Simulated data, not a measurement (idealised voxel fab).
process module | voxel local oxidation
Square cell edge 5 nm, section width 290 nm, ID cut.
Cross-section = grid of square cells, listed top down in bands; band = one or more rows.
A band entry consists of two parts. The first gives the height of the band's top and the height of its bottom, in nm. The rest lists the band's materials from left to right, each with its width in nm. A single material labelled with the word "everywhere" fills the band from edge to edge, and the word "blank" marks empty space.
We count height from 0. Below that, the starting wafer is all one material. The lowest band never ends at the bottom but goes on down; see "0 -> down" for how that is written.
Width spec "30 to 40" -> top row of cells at first value, bottom row at second value, equal per-row change in between.
"no alteration", as given for a step, is the statement that not any cell of the cross-section underwent a change during that step.
If an empty space has no open way to the top and is at least 8 cells in size, "Closed cavity list" lists it, written width x height at distance, where distance is measured from the left edge and every value is in nm.
Post-settings text on a step line: simulator's own remark regarding the step.
overlay nm: mask offset rightward from planned place, masked step; negative means leftward offset.

LISTED BELOW ARE THE PROCESS STEPS AS PLANNED
| 1 | RECEIVE, material Si |
| 2 | OXIDIZE, depth nm 5 |
| 3 | CONFORMAL_DEP, material SiN, thk nm 15 |
| 4 | DIRECTIONAL_DEP, material aC, thk nm 15 |
| 5 | PATTERN, tone cover, mask id ACTIVE, material resist, width nm 110, thk nm 35, overlay nm 0 |
| 6 | DIRECTIONAL_ETCH, etch materials aC, depth nm 5 |
| 7 | STRIP, etch materials resist |
| 8 | DIRECTIONAL_ETCH, etch materials SiN, depth nm 15 |
| 9 | STRIP, etch materials aC |
| 10 | SELECTIVE_ETCH, etch materials SiO2, depth nm 5 |
| 11 | OXIDIZE, depth nm 15 |
| 12 | STRIP, etch materials SiN |
The plan shows the depth nm of step 6 as the first wafer had it; this setting differs between the wafers, which start out alike.

RECEIVED WAFERS, FIRST OF SEVERAL: CROSS-SECTION AFTER STEP 1
    0 -> down | Si everywhere
    Closed cavity list: none

AT THE END OF THE MODULE, AFTER ITS LAST STEP, STEP 12, THE FIRST OF SEVERAL WAFERS APPEARS IN CROSS-SECTION AS FOLLOWS
    0 -> -5 | SiO2 everywhere
    -5 -> down | Si everywhere
    Closed cavity list: none

LAST WAFER X-SEC, END OF MODULE
    0 -> -5 | blank: 95, SiO2: 100, blank: 95
    -5 -> -20 | SiO2: 110, Si: 70, SiO2: 110
    -20 -> down | Si everywhere
    Closed cavity list: none

BELOW: A ROW PER WAFER. CONTENTS AT END OF MODULE: FOR EVERY MATERIAL, CELLS GAINED SINCE RECEIPT (+) OR LOST SINCE RECEIPT (-); THEN CLOSED VOIDS
depth nm 5; -58 Si; +58 SiO2; Closed cavity list: none
depth nm 10; -58 Si; +58 SiO2; Closed cavity list: none
depth nm 15; -190 Si; +152 SiO2; Closed cavity list: none
depth nm 20; -190 Si; +152 SiO2; Closed cavity list: none
depth nm 25; -190 Si; +152 SiO2; Closed cavity list: none
depth nm 30; -190 Si; +152 SiO2; Closed cavity list: none
